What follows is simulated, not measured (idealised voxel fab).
This section sets out a process module, namely voxel spacer lines.
Xsec cut, 195 nm wide, square cell size 5 nm.
For the purposes of this document, a cross-section shall be understood as a grid of square cells, specified as bands listed in top-to-bottom order, each band consisting of one or more rows of cells. This entry defines a band. It first specifies the height of the band's top and the height of its bottom in nm, and then specifies the band's materials from left to right, stating each material with its width in nm. The word "full width" identifies a single material that fills the band from edge to edge, while the word "air" identifies empty space. All heights in this document are referenced to 0, defined as the level beneath which the wafer, as received, consists entirely of one material. The lowest band is not bounded below; it extends indefinitely downward and is written in the form "0 down". A width such as "30..40" changes by the same amount from each row of cells to the next, from the band's top row to its bottom row. It should be understood that the words "stayed the same", when stated for a given step, signify that the cross-section underwent no change in any of its cells during that step. You'll see "Sealed cavities" listing empty spaces that have no way open to the top, as long as they're 8 cells or more; the notation is width x height at distance, where the distance is from the left edge, and all of it is in nm. Formally, on a step line, whatever follows the settings is a remark that the simulator itself makes on the step. The optional step-line setting "overlay nm" applies to steps with a mask and quantifies how far to the right of its planned location the mask lay, a negative value indicating leftward placement. Layout of what follows: cross-section pairs, each bracketing one process step, the after cross-section shown only to the lowest band that changed, the step between and its settings noted under each pair. Pairs may originate in different runs of this module on the same starting wafer; a pair continues from the pair above only where its entry headed "Pre-step snapshot" says so.
## Pre-step snapshot
- 0 down = Si full width
- Sealed cavities: none
## Post-Step Appearance
- 10 to 0 = Al2O3 full width
- Note: structure below 0 unchanged.
- Sealed cavities: none
Looking at the two cross-sections above, the step in the middle is CONFORMAL_DEP with material Al2O3, thk nm 10
Pre-step snapshot: unchanged from the after cross-section in the pair immediately above; refer to that figure.
## Post-Step Appearance
- 20 to 10 = polySi full width
- Note: structure below 10 unchanged.
- Sealed cavities: none
Looking at the two cross-sections above, the step in the middle is DIRECTIONAL_DEP with material polySi, thk nm 10
Pre-step snapshot: unchanged from the after cross-section in the pair immediately above; refer to that figure.
## Post-Step Appearance
- 45 to 20 = aC full width
- Note: structure below 20 unchanged.
- Sealed cavities: none
Looking at the two cross-sections above, the step in the middle is DIRECTIONAL_DEP with material aC, thk nm 25
Pre-step snapshot: unchanged from the after cross-section in the pair immediately above; refer to that figure.
## Post-Step Appearance
- 80 to 45 = 40 nm air, then 15 nm resist, then 35 nm air, then 15 nm resist, then 35 nm air, then 15 nm resist, then 40 nm air
- Note: structure below 45 unchanged.
- Sealed cavities: none
Looking at the two cross-sections above, the step in the middle is PATTERN with tone cover, mask id MANDREL, material resist, width nm 15, pitch nm 50, thk nm 35, overlay nm 0
Pre-step snapshot: unchanged from the after cross-section in the pair immediately above; refer to that figure.
## Post-Step Appearance
- 55 to 45 = 40 nm air, then 15 nm resist, then 35 nm air, then 15 nm resist, then 35 nm air, then 15 nm resist, then 40 nm air
- 45 to 20 = 40 nm air, then 15 nm aC, then 35 nm air, then 15 nm aC, then 35 nm air, then 15 nm aC, then 40 nm air
- Note: structure below 20 unchanged.
- Sealed cavities: none
Looking at the two cross-sections above, the step in the middle is DIRECTIONAL_ETCH with etch materials aC, depth nm 25
Pre-step snapshot: unchanged from the after cross-section in the pair immediately above; refer to that figure.
## Post-Step Appearance
- 45 to 20 = 40 nm air, then 15 nm aC, then 35 nm air, then 15 nm aC, then 35 nm air, then 15 nm aC, then 40 nm air
- Note: structure below 20 unchanged.
- Sealed cavities: none
Looking at the two cross-sections above, the step in the middle is STRIP with etch materials resist
Pre-step snapshot: unchanged from the after cross-section in the pair immediately above; refer to that figure.
## Post-Step Appearance
- 55 to 45 = 30 nm air, then 35 nm SiO2, then 15 nm air, then 35 nm SiO2, then 15 nm air, then 35 nm SiO2, then 30 nm air
- 45 to 30 = 30 nm air, then 10 nm SiO2, then 15 nm aC, then 10 nm SiO2, then 15 nm air, then 10 nm SiO2, then 15 nm aC, then 10 nm SiO2, then 15 nm air, then 10 nm SiO2, then 15 nm aC, then 10 nm SiO2, then 30 nm air
- 30 to 20 = 40 nm SiO2, then 15 nm aC, then 35 nm SiO2, then 15 nm aC, then 35 nm SiO2, then 15 nm aC, then 40 nm SiO2
- Note: structure below 20 unchanged.
- Sealed cavities: none
Looking at the two cross-sections above, the step in the middle is CONFORMAL_DEP with material SiO2, thk nm 10
Pre-step snapshot: unchanged from the after cross-section in the pair immediately above; refer to that figure.
## Post-Step Appearance
- 45 to 20 = 30 nm air, then 10 nm SiO2, then 15 nm aC, then 10 nm SiO2, then 15 nm air, then 10 nm SiO2, then 15 nm aC, then 10 nm SiO2, then 15 nm air, then 10 nm SiO2, then 15 nm aC, then 10 nm SiO2, then 30 nm air
- Note: structure below 20 unchanged.
- Sealed cavities: none
Looking at the two cross-sections above, the step in the middle is DIRECTIONAL_ETCH with etch materials SiO2, depth nm 10
Pre-step snapshot: unchanged from the after cross-section in the pair immediately above; refer to that figure.
## Post-Step Appearance
- 45 to 20 = 30 nm air, then 10 nm SiO2, then 15 nm air, then 10 nm SiO2, then 15 nm air, then 10 nm SiO2, then 15 nm air, then 10 nm SiO2, then 15 nm air, then 10 nm SiO2, then 15 nm air, then 10 nm SiO2, then 30 nm air
- Note: structure below 20 unchanged.
- Sealed cavities: none
Looking at the two cross-sections above, the step in the middle is STRIP with etch materials aC
Pre-step snapshot: unchanged from the after cross-section in the pair immediately above; refer to that figure.
## Post-Step Appearance
- 45 to 20 = 30 nm air, then 10 nm SiO2, then 15 nm air, then 10 nm SiO2, then 15 nm air, then 10 nm SiO2, then 15 nm air, then 10 nm SiO2, then 15 nm air, then 10 nm SiO2, then 15 nm air, then 10 nm SiO2, then 30 nm air
- 20 to 10 = 30 nm air, then 10 nm polySi, then 15 nm air, then 10 nm polySi, then 15 nm air, then 10 nm polySi, then 15 nm air, then 10 nm polySi, then 15 nm air, then 10 nm polySi, then 15 nm air, then 10 nm polySi, then 30 nm air
- Note: structure below 10 unchanged.
- Sealed cavities: none
Looking at the two cross-sections above, the step in the middle is DIRECTIONAL_ETCH with etch materials polySi, depth nm 10
Pre-step snapshot: unchanged from the after cross-section in the pair immediately above; refer to that figure.
## Post-Step Appearance
- 20 to 10 = 30 nm air, then 10 nm polySi, then 15 nm air, then 10 nm polySi, then 15 nm air, then 10 nm polySi, then 15 nm air, then 10 nm polySi, then 15 nm air, then 10 nm polySi, then 15 nm air, then 10 nm polySi, then 30 nm air
- Note: structure below 10 unchanged.
- Sealed cavities: none
Looking at the two cross-sections above, the step in the middle is STRIP with etch materials SiO2
## Pre-step snapshot
- 0 down = Si full width
- Sealed cavities: none
## Post-Step Appearance
- 10 to 0 = polySi full width
- Note: structure below 0 unchanged.
- Sealed cavities: none
Looking at the two cross-sections above, the step in the middle is DIRECTIONAL_DEP with material polySi, thk nm 10
Pre-step snapshot: unchanged from the after cross-section in the pair immediately above; refer to that figure.
## Post-Step Appearance
- 35 to 10 = aC full width
- Note: structure below 10 unchanged.
- Sealed cavities: none
Looking at the two cross-sections above, the step in the middle is DIRECTIONAL_DEP with material aC, thk nm 25
Pre-step snapshot: unchanged from the after cross-section in the pair immediately above; refer to that figure.
## Post-Step Appearance
- 70 to 35 = 40 nm air, then 15 nm resist, then 35 nm air, then 15 nm resist, then 35 nm air, then 15 nm resist, then 40 nm air
- Note: structure below 35 unchanged.
- Sealed cavities: none
Looking at the two cross-sections above, the step in the middle is PATTERN with tone cover, mask id MANDREL, material resist, width nm 15, pitch nm 50, thk nm 35, overlay nm 0
Pre-step snapshot: unchanged from the after cross-section in the pair immediately above; refer to that figure.
## Post-Step Appearance
- 45 to 35 = 40 nm air, then 15 nm resist, then 35 nm air, then 15 nm resist, then 35 nm air, then 15 nm resist, then 40 nm air
- 35 to 10 = 40 nm air, then 15 nm aC, then 35 nm air, then 15 nm aC, then 35 nm air, then 15 nm aC, then 40 nm air
- Note: structure below 10 unchanged.
- Sealed cavities: none
Looking at the two cross-sections above, the step in the middle is DIRECTIONAL_ETCH with etch materials aC, depth nm 25
Pre-step snapshot: unchanged from the after cross-section in the pair immediately above; refer to that figure.
## Post-Step Appearance
- 35 to 10 = 40 nm air, then 15 nm aC, then 35 nm air, then 15 nm aC, then 35 nm air, then 15 nm aC, then 40 nm air
- Note: structure below 10 unchanged.
- Sealed cavities: none
Looking at the two cross-sections above, the step in the middle is STRIP with etch materials resist
Pre-step snapshot: unchanged from the after cross-section in the pair immediately above; refer to that figure.
## Post-Step Appearance
- 45 to 35 = 30 nm air, then 35 nm SiO2, then 15 nm air, then 35 nm SiO2, then 15 nm air, then 35 nm SiO2, then 30 nm air
- 35 to 20 = 30 nm air, then 10 nm SiO2, then 15 nm aC, then 10 nm SiO2, then 15 nm air, then 10 nm SiO2, then 15 nm aC, then 10 nm SiO2, then 15 nm air, then 10 nm SiO2, then 15 nm aC, then 10 nm SiO2, then 30 nm air
- 20 to 10 = 40 nm SiO2, then 15 nm aC, then 35 nm SiO2, then 15 nm aC, then 35 nm SiO2, then 15 nm aC, then 40 nm SiO2
- Note: structure below 10 unchanged.
- Sealed cavities: none
Looking at the two cross-sections above, the step in the middle is CONFORMAL_DEP with material SiO2, thk nm 10
Pre-step snapshot: unchanged from the after cross-section in the pair immediately above; refer to that figure.
## Post-Step Appearance
- 35 to 10 = 30 nm air, then 10 nm SiO2, then 15 nm aC, then 10 nm SiO2, then 15 nm air, then 10 nm SiO2, then 15 nm aC, then 10 nm SiO2, then 15 nm air, then 10 nm SiO2, then 15 nm aC, then 10 nm SiO2, then 30 nm air
- Note: structure below 10 unchanged.
- Sealed cavities: none
Looking at the two cross-sections above, the step in the middle is DIRECTIONAL_ETCH with etch materials SiO2, depth nm 10
Pre-step snapshot: unchanged from the after cross-section in the pair immediately above; refer to that figure.
## Post-Step Appearance
- 35 to 10 = 30 nm air, then 10 nm SiO2, then 15 nm air, then 10 nm SiO2, then 15 nm air, then 10 nm SiO2, then 15 nm air, then 10 nm SiO2, then 15 nm air, then 10 nm SiO2, then 15 nm air, then 10 nm SiO2, then 30 nm air
- Note: structure below 10 unchanged.
- Sealed cavities: none
Looking at the two cross-sections above, the step in the middle is STRIP with etch materials aC
Pre-step snapshot: unchanged from the after cross-section in the pair immediately above; refer to that figure.
## Post-Step Appearance
- 35 to 10 = 30 nm air, then 10 nm SiO2, then 15 nm air, then 10 nm SiO2, then 15 nm air, then 10 nm SiO2, then 15 nm air, then 10 nm SiO2, then 15 nm air, then 10 nm SiO2, then 15 nm air, then 10 nm SiO2, then 30 nm air
- 10 to 0 = 30 nm air, then 10 nm polySi, then 15 nm air, then 10 nm polySi, then 15 nm air, then 10 nm polySi, then 15 nm air, then 10 nm polySi, then 15 nm air, then 10 nm polySi, then 15 nm air, then 10 nm polySi, then 30 nm air
- Note: structure below 0 unchanged.
- Sealed cavities: none
Looking at the two cross-sections above, the step in the middle is DIRECTIONAL_ETCH with etch materials polySi, depth nm 10
Pre-step snapshot: unchanged from the after cross-section in the pair immediately above; refer to that figure.
## Post-Step Appearance
- 10 to 0 = 30 nm air, then 10 nm polySi, then 15 nm air, then 10 nm polySi, then 15 nm air, then 10 nm polySi, then 15 nm air, then 10 nm polySi, then 15 nm air, then 10 nm polySi, then 15 nm air, then 10 nm polySi, then 30 nm air
- Note: structure below 0 unchanged.
- Sealed cavities: none
Looking at the two cross-sections above, the step in the middle is STRIP with etch materials SiO2
## Pre-step snapshot
- 45 to 20 = 30 nm air, then 10 nm SiO2, then 15 nm aC, then 10 nm SiO2, then 15 nm air, then 10 nm SiO2, then 15 nm aC, then 10 nm SiO2, then 15 nm air, then 10 nm SiO2, then 15 nm aC, then 10 nm SiO2, then 30 nm air
- 20 to 10 = polySi full width
- 10 to 0 = Al2O3 full width
- 0 down = Si full width
- Sealed cavities: none
## Post-Step Appearance
- 45 to 20 = 30 nm air, then 10 nm SiO2, then 15 nm aC, then 10 nm SiO2, then 15 nm air, then 10 nm SiO2, then 15 nm aC, then 10 nm SiO2, then 15 nm air, then 10 nm SiO2, then 15 nm aC, then 10 nm SiO2, then 30 nm air
- 20 to 10 = 30 nm air, then 35 nm polySi, then 15 nm air, then 35 nm polySi, then 15 nm air, then 35 nm polySi, then 30 nm air
- Note: structure below 10 unchanged.
- Sealed cavities: none
Looking at the two cross-sections above, the step in the middle is DIRECTIONAL_ETCH with etch materials polySi, depth nm 10
Pre-step snapshot: unchanged from the after cross-section in the pair immediately above; refer to that figure.
## Post-Step Appearance
- 45 to 20 = 30 nm air, then 10 nm SiO2, then 15 nm air, then 10 nm SiO2, then 15 nm air, then 10 nm SiO2, then 15 nm air, then 10 nm SiO2, then 15 nm air, then 10 nm SiO2, then 15 nm air, then 10 nm SiO2, then 30 nm air
- Note: structure below 20 unchanged.
- Sealed cavities: none
Looking at the two cross-sections above, the step in the middle is STRIP with etch materials aC
Pre-step snapshot: unchanged from the after cross-section in the pair immediately above; refer to that figure.
## Post-Step Appearance
- 20 to 10 = 30 nm air, then 35 nm polySi, then 15 nm air, then 35 nm polySi, then 15 nm air, then 35 nm polySi, then 30 nm air
- Note: structure below 10 unchanged.
- Sealed cavities: none
Looking at the two cross-sections above, the step in the middle is STRIP with etch materials SiO2
## Pre-step snapshot
- 45 to 20 = 30 nm air, then 10 nm SiO2, then 15 nm air, then 10 nm SiO2, then 15 nm air, then 10 nm SiO2, then 15 nm air, then 10 nm SiO2, then 15 nm air, then 10 nm SiO2, then 15 nm air, then 10 nm SiO2, then 30 nm air
- 20 to 10 = polySi full width
- 10 to 0 = Al2O3 full width
- 0 down = Si full width
- Sealed cavities: none
## Post-Step Appearance
- 45 to 20 = 30 nm air, then 10 nm SiO2, then 15 nm air, then 10 nm SiO2, then 15 nm air, then 10 nm SiO2, then 15 nm air, then 10 nm SiO2, then 15 nm air, then 10 nm SiO2, then 15 nm air, then 10 nm SiO2, then 30 nm air
- 20 to 15 = 30 nm air, then 10 nm polySi, then 15 nm air, then 10 nm polySi, then 15 nm air, then 10 nm polySi, then 15 nm air, then 10 nm polySi, then 15 nm air, then 10 nm polySi, then 15 nm air, then 10 nm polySi, then 30 nm air
- Note: structure below 15 unchanged.
- Sealed cavities: none
Looking at the two cross-sections above, the step in the middle is DIRECTIONAL_ETCH with etch materials polySi, depth nm 5
Pre-step snapshot: unchanged from the after cross-section in the pair immediately above; refer to that figure.
## Post-Step Appearance
- 20 to 15 = 30 nm air, then 10 nm polySi, then 15 nm air, then 10 nm polySi, then 15 nm air, then 10 nm polySi, then 15 nm air, then 10 nm polySi, then 15 nm air, then 10 nm polySi, then 15 nm air, then 10 nm polySi, then 30 nm air
- Note: structure below 15 unchanged.
- Sealed cavities: none
Looking at the two cross-sections above, the step in the middle is STRIP with etch materials SiO2
## Pre-step snapshot
- 45 to 20 = aC full width
- 20 to 10 = polySi full width
- 10 to 0 = Al2O3 full width
- 0 down = Si full width
- Sealed cavities: none
## Post-Step Appearance
- 80 to 45 = 40 nm air, then 20 nm resist, then 30 nm air, then 20 nm resist, then 30 nm air, then 20 nm resist, then 35 nm air
- Note: structure below 45 unchanged.
- Sealed cavities: none
Looking at the two cross-sections above, the step in the middle is PATTERN with tone cover, mask id MANDREL, material resist, width nm 20, pitch nm 50, thk nm 35, overlay nm 0
Pre-step snapshot: unchanged from the after cross-section in the pair immediately above; refer to that figure.
## Post-Step Appearance
- 55 to 45 = 40 nm air, then 20 nm resist, then 30 nm air, then 20 nm resist, then 30 nm air, then 20 nm resist, then 35 nm air
- 45 to 20 = 40 nm air, then 20 nm aC, then 30 nm air, then 20 nm aC, then 30 nm air, then 20 nm aC, then 35 nm air
- Note: structure below 20 unchanged.
- Sealed cavities: none
Looking at the two cross-sections above, the step in the middle is DIRECTIONAL_ETCH with etch materials aC, depth nm 25
Pre-step snapshot: unchanged from the after cross-section in the pair immediately above; refer to that figure.
## Post-Step Appearance
- 45 to 20 = 40 nm air, then 20 nm aC, then 30 nm air, then 20 nm aC, then 30 nm air, then 20 nm aC, then 35 nm air
- Note: structure below 20 unchanged.
- Sealed cavities: none
Looking at the two cross-sections above, the step in the middle is STRIP with etch materials resist
Pre-step snapshot: unchanged from the after cross-section in the pair immediately above; refer to that figure.
## Post-Step Appearance
- 55 to 45 = 30 nm air, then 40 nm SiO2, then 10 nm air, then 40 nm SiO2, then 10 nm air, then 40 nm SiO2, then 25 nm air
- 45 to 30 = 30 nm air, then 10 nm SiO2, then 20 nm aC, then 10 nm SiO2, then 10 nm air, then 10 nm SiO2, then 20 nm aC, then 10 nm SiO2, then 10 nm air, then 10 nm SiO2, then 20 nm aC, then 10 nm SiO2, then 25 nm air
- 30 to 20 = 40 nm SiO2, then 20 nm aC, then 30 nm SiO2, then 20 nm aC, then 30 nm SiO2, then 20 nm aC, then 35 nm SiO2
- Note: structure below 20 unchanged.
- Sealed cavities: none
Looking at the two cross-sections above, the step in the middle is CONFORMAL_DEP with material SiO2, thk nm 10
Pre-step snapshot: unchanged from the after cross-section in the pair immediately above; refer to that figure.
## Post-Step Appearance
- 45 to 20 = 30 nm air, then 10 nm SiO2, then 20 nm aC, then 10 nm SiO2, then 10 nm air, then 10 nm SiO2, then 20 nm aC, then 10 nm SiO2, then 10 nm air, then 10 nm SiO2, then 20 nm aC, then 10 nm SiO2, then 25 nm air
- Note: structure below 20 unchanged.
- Sealed cavities: none
Looking at the two cross-sections above, the step in the middle is DIRECTIONAL_ETCH with etch materials SiO2, depth nm 10
Pre-step snapshot: unchanged from the after cross-section in the pair immediately above; refer to that figure.
## Post-Step Appearance
- 45 to 20 = 30 nm air, then 10 nm SiO2, then 20 nm air, then 10 nm SiO2, then 10 nm air, then 10 nm SiO2, then 20 nm air, then 10 nm SiO2, then 10 nm air, then 10 nm SiO2, then 20 nm air, then 10 nm SiO2, then 25 nm air
- Note: structure below 20 unchanged.
- Sealed cavities: none
Looking at the two cross-sections above, the step in the middle is STRIP with etch materials aC
Pre-step snapshot: unchanged from the after cross-section in the pair immediately above; refer to that figure.
## Post-Step Appearance
- 45 to 20 = 30 nm air, then 10 nm SiO2, then 20 nm air, then 10 nm SiO2, then 10 nm air, then 10 nm SiO2, then 20 nm air, then 10 nm SiO2, then 10 nm air, then 10 nm SiO2, then 20 nm air, then 10 nm SiO2, then 25 nm air
- 20 to 10 = 30 nm air, then 10 nm polySi, then 20 nm air, then 10 nm polySi, then 10 nm air, then 10 nm polySi, then 20 nm air, then 10 nm polySi, then 10 nm air, then 10 nm polySi, then 20 nm air, then 10 nm polySi, then 25 nm air
- Note: structure below 10 unchanged.
- Sealed cavities: none
Looking at the two cross-sections above, the step in the middle is DIRECTIONAL_ETCH with etch materials polySi, depth nm 10
Pre-step snapshot: unchanged from the after cross-section in the pair immediately above; refer to that figure.
## Post-Step Appearance
- 20 to 10 = 30 nm air, then 10 nm polySi, then 20 nm air, then 10 nm polySi, then 10 nm air, then 10 nm polySi, then 20 nm air, then 10 nm polySi, then 10 nm air, then 10 nm polySi, then 20 nm air, then 10 nm polySi, then 25 nm air
- Note: structure below 10 unchanged.
- Sealed cavities: none
Looking at the two cross-sections above, the step in the middle is STRIP with etch materials SiO2
## Pre-step snapshot
- 45 to 20 = aC full width
- 20 to 10 = polySi full width
- 10 to 0 = Al2O3 full width
- 0 down = Si full width
- Sealed cavities: none
## Post-Step Appearance
- 80 to 45 = 50 nm air, then 15 nm resist, then 35 nm air, then 15 nm resist, then 35 nm air, then 15 nm resist, then 30 nm air
- Note: structure below 45 unchanged.
- Sealed cavities: none
Looking at the two cross-sections above, the step in the middle is PATTERN with tone cover, mask id MANDREL, material resist, width nm 15, pitch nm 50, thk nm 35, overlay nm 10
Pre-step snapshot: unchanged from the after cross-section in the pair immediately above; refer to that figure.
## Post-Step Appearance
- 55 to 45 = 50 nm air, then 15 nm resist, then 35 nm air, then 15 nm resist, then 35 nm air, then 15 nm resist, then 30 nm air
- 45 to 20 = 50 nm air, then 15 nm aC, then 35 nm air, then 15 nm aC, then 35 nm air, then 15 nm aC, then 30 nm air
- Note: structure below 20 unchanged.
- Sealed cavities: none
Looking at the two cross-sections above, the step in the middle is DIRECTIONAL_ETCH with etch materials aC, depth nm 25
Pre-step snapshot: unchanged from the after cross-section in the pair immediately above; refer to that figure.
## Post-Step Appearance
- 45 to 20 = 50 nm air, then 15 nm aC, then 35 nm air, then 15 nm aC, then 35 nm air, then 15 nm aC, then 30 nm air
- Note: structure below 20 unchanged.
- Sealed cavities: none
Looking at the two cross-sections above, the step in the middle is STRIP with etch materials resist
Pre-step snapshot: unchanged from the after cross-section in the pair immediately above; refer to that figure.
## Post-Step Appearance
- 55 to 45 = 40 nm air, then 35 nm SiO2, then 15 nm air, then 35 nm SiO2, then 15 nm air, then 35 nm SiO2, then 20 nm air
- 45 to 30 = 40 nm air, then 10 nm SiO2, then 15 nm aC, then 10 nm SiO2, then 15 nm air, then 10 nm SiO2, then 15 nm aC, then 10 nm SiO2, then 15 nm air, then 10 nm SiO2, then 15 nm aC, then 10 nm SiO2, then 20 nm air
- 30 to 20 = 50 nm SiO2, then 15 nm aC, then 35 nm SiO2, then 15 nm aC, then 35 nm SiO2, then 15 nm aC, then 30 nm SiO2
- Note: structure below 20 unchanged.
- Sealed cavities: none
Looking at the two cross-sections above, the step in the middle is CONFORMAL_DEP with material SiO2, thk nm 10
Pre-step snapshot: unchanged from the after cross-section in the pair immediately above; refer to that figure.
## Post-Step Appearance
- 45 to 20 = 40 nm air, then 10 nm SiO2, then 15 nm aC, then 10 nm SiO2, then 15 nm air, then 10 nm SiO2, then 15 nm aC, then 10 nm SiO2, then 15 nm air, then 10 nm SiO2, then 15 nm aC, then 10 nm SiO2, then 20 nm air
- Note: structure below 20 unchanged.
- Sealed cavities: none
Looking at the two cross-sections above, the step in the middle is DIRECTIONAL_ETCH with etch materials SiO2, depth nm 10
Pre-step snapshot: unchanged from the after cross-section in the pair immediately above; refer to that figure.
## Post-Step Appearance
- 45 to 20 = 40 nm air, then 10 nm SiO2, then 15 nm air, then 10 nm SiO2, then 15 nm air, then 10 nm SiO2, then 15 nm air, then 10 nm SiO2, then 15 nm air, then 10 nm SiO2, then 15 nm air, then 10 nm SiO2, then 20 nm air
- Note: structure below 20 unchanged.
- Sealed cavities: none
Looking at the two cross-sections above, the step in the middle is STRIP with etch materials aC
Pre-step snapshot: unchanged from the after cross-section in the pair immediately above; refer to that figure.
## Post-Step Appearance
- 45 to 20 = 40 nm air, then 10 nm SiO2, then 15 nm air, then 10 nm SiO2, then 15 nm air, then 10 nm SiO2, then 15 nm air, then 10 nm SiO2, then 15 nm air, then 10 nm SiO2, then 15 nm air, then 10 nm SiO2, then 20 nm air
- 20 to 10 = 40 nm air, then 10 nm polySi, then 15 nm air, then 10 nm polySi, then 15 nm air, then 10 nm polySi, then 15 nm air, then 10 nm polySi, then 15 nm air, then 10 nm polySi, then 15 nm air, then 10 nm polySi, then 20 nm air
- Note: structure below 10 unchanged.
- Sealed cavities: none
Looking at the two cross-sections above, the step in the middle is DIRECTIONAL_ETCH with etch materials polySi, depth nm 10
Pre-step snapshot: unchanged from the after cross-section in the pair immediately above; refer to that figure.
## Post-Step Appearance
- 20 to 10 = 40 nm air, then 10 nm polySi, then 15 nm air, then 10 nm polySi, then 15 nm air, then 10 nm polySi, then 15 nm air, then 10 nm polySi, then 15 nm air, then 10 nm polySi, then 15 nm air, then 10 nm polySi, then 20 nm air
- Note: structure below 10 unchanged.
- Sealed cavities: none
Looking at the two cross-sections above, the step in the middle is STRIP with etch materials SiO2
## Pre-step snapshot
- 20 to 10 = polySi full width
- 10 to 0 = Al2O3 full width
- 0 down = Si full width
- Sealed cavities: none
## Post-Step Appearance
- 45 to 20 = Al2O3 full width
- Note: structure below 20 unchanged.
- Sealed cavities: none
Looking at the two cross-sections above, the step in the middle is DIRECTIONAL_DEP with material Al2O3, thk nm 25
Pre-step snapshot: unchanged from the after cross-section in the pair immediately above; refer to that figure.
## Post-Step Appearance
- 80 to 45 = 40 nm air, then 15 nm resist, then 35 nm air, then 15 nm resist, then 35 nm air, then 15 nm resist, then 40 nm air
- Note: structure below 45 unchanged.
- Sealed cavities: none
Looking at the two cross-sections above, the step in the middle is PATTERN with tone cover, mask id MANDREL, material resist, width nm 15, pitch nm 50, thk nm 35, overlay nm 0
Pre-step snapshot: unchanged from the after cross-section in the pair immediately above; refer to that figure.
## Post-Step Appearance
- 55 to 45 = 40 nm air, then 15 nm resist, then 35 nm air, then 15 nm resist, then 35 nm air, then 15 nm resist, then 40 nm air
- Note: structure below 45 unchanged.
- Sealed cavities: none
Looking at the two cross-sections above, the step in the middle is DIRECTIONAL_ETCH with etch materials aC, depth nm 25
Pre-step snapshot: unchanged from the after cross-section in the pair immediately above; refer to that figure.
## Post-Step Appearance
- 45 to 20 = Al2O3 full width
- Note: structure below 20 unchanged.
- Sealed cavities: none
Looking at the two cross-sections above, the step in the middle is STRIP with etch materials resist
Pre-step snapshot: unchanged from the after cross-section in the pair immediately above; refer to that figure.
## Post-Step Appearance
- 55 to 45 = SiO2 full width
- Note: structure below 45 unchanged.
- Sealed cavities: none
Looking at the two cross-sections above, the step in the middle is CONFORMAL_DEP with material SiO2, thk nm 10
Pre-step snapshot: unchanged from the after cross-section in the pair immediately above; refer to that figure.
## Post-Step Appearance
- 45 to 20 = Al2O3 full width
- Note: structure below 20 unchanged.
- Sealed cavities: none
Looking at the two cross-sections above, the step in the middle is DIRECTIONAL_ETCH with etch materials SiO2, depth nm 10
## Pre-step snapshot
- 45 to 20 = aC full width
- 20 to 10 = polySi full width
- 10 to 0 = Al2O3 full width
- 0 down = Si full width
- Sealed cavities: none
## Post-Step Appearance
- 80 to 45 = 40 nm resist, then 15 nm air, then 35 nm resist, then 15 nm air, then 35 nm resist, then 15 nm air, then 40 nm resist
- Note: structure below 45 unchanged.
- Sealed cavities: none
Looking at the two cross-sections above, the step in the middle is PATTERN with tone open, mask id MANDREL, material resist, width nm 15, pitch nm 50, thk nm 35, overlay nm 0
Pre-step snapshot: unchanged from the after cross-section in the pair immediately above; refer to that figure.
## Post-Step Appearance
- 55 to 45 = 40 nm resist, then 15 nm air, then 35 nm resist, then 15 nm air, then 35 nm resist, then 15 nm air, then 40 nm resist
- 45 to 20 = 40 nm aC, then 15 nm air, then 35 nm aC, then 15 nm air, then 35 nm aC, then 15 nm air, then 40 nm aC
- Note: structure below 20 unchanged.
- Sealed cavities: none
Looking at the two cross-sections above, the step in the middle is DIRECTIONAL_ETCH with etch materials aC, depth nm 25
Pre-step snapshot: unchanged from the after cross-section in the pair immediately above; refer to that figure.
## Post-Step Appearance
- 45 to 20 = 40 nm aC, then 15 nm air, then 35 nm aC, then 15 nm air, then 35 nm aC, then 15 nm air, then 40 nm aC
- Note: structure below 20 unchanged.
- Sealed cavities: none
Looking at the two cross-sections above, the step in the middle is STRIP with etch materials resist
Pre-step snapshot: unchanged from the after cross-section in the pair immediately above; refer to that figure.
## Post-Step Appearance
- 55 to 45 = SiO2 full width
- 45 to 20 = 40 nm aC, then 15 nm SiO2, then 35 nm aC, then 15 nm SiO2, then 35 nm aC, then 15 nm SiO2, then 40 nm aC
- Note: structure below 20 unchanged.
- Sealed cavities: none
Looking at the two cross-sections above, the step in the middle is CONFORMAL_DEP with material SiO2, thk nm 10
Pre-step snapshot: unchanged from the after cross-section in the pair immediately above; refer to that figure.
## Post-Step Appearance
- 45 to 20 = 40 nm aC, then 15 nm SiO2, then 35 nm aC, then 15 nm SiO2, then 35 nm aC, then 15 nm SiO2, then 40 nm aC
- Note: structure below 20 unchanged.
- Sealed cavities: none
Looking at the two cross-sections above, the step in the middle is DIRECTIONAL_ETCH with etch materials SiO2, depth nm 10
Pre-step snapshot: unchanged from the after cross-section in the pair immediately above; refer to that figure.
## Post-Step Appearance
- 45 to 20 = 40 nm air, then 15 nm SiO2, then 35 nm air, then 15 nm SiO2, then 35 nm air, then 15 nm SiO2, then 40 nm air
- Note: structure below 20 unchanged.
- Sealed cavities: none
Looking at the two cross-sections above, the step in the middle is STRIP with etch materials aC
Pre-step snapshot: unchanged from the after cross-section in the pair immediately above; refer to that figure.
## Post-Step Appearance
- 45 to 20 = 40 nm air, then 15 nm SiO2, then 35 nm air, then 15 nm SiO2, then 35 nm air, then 15 nm SiO2, then 40 nm air
- 20 to 10 = 40 nm air, then 15 nm polySi, then 35 nm air, then 15 nm polySi, then 35 nm air, then 15 nm polySi, then 40 nm air
- Note: structure below 10 unchanged.
- Sealed cavities: none
Looking at the two cross-sections above, the step in the middle is DIRECTIONAL_ETCH with etch materials polySi, depth nm 10
Pre-step snapshot: unchanged from the after cross-section in the pair immediately above; refer to that figure.
## Post-Step Appearance
- 20 to 10 = 40 nm air, then 15 nm polySi, then 35 nm air, then 15 nm polySi, then 35 nm air, then 15 nm polySi, then 40 nm air
- Note: structure below 10 unchanged.
- Sealed cavities: none
Looking at the two cross-sections above, the step in the middle is STRIP with etch materials SiO2
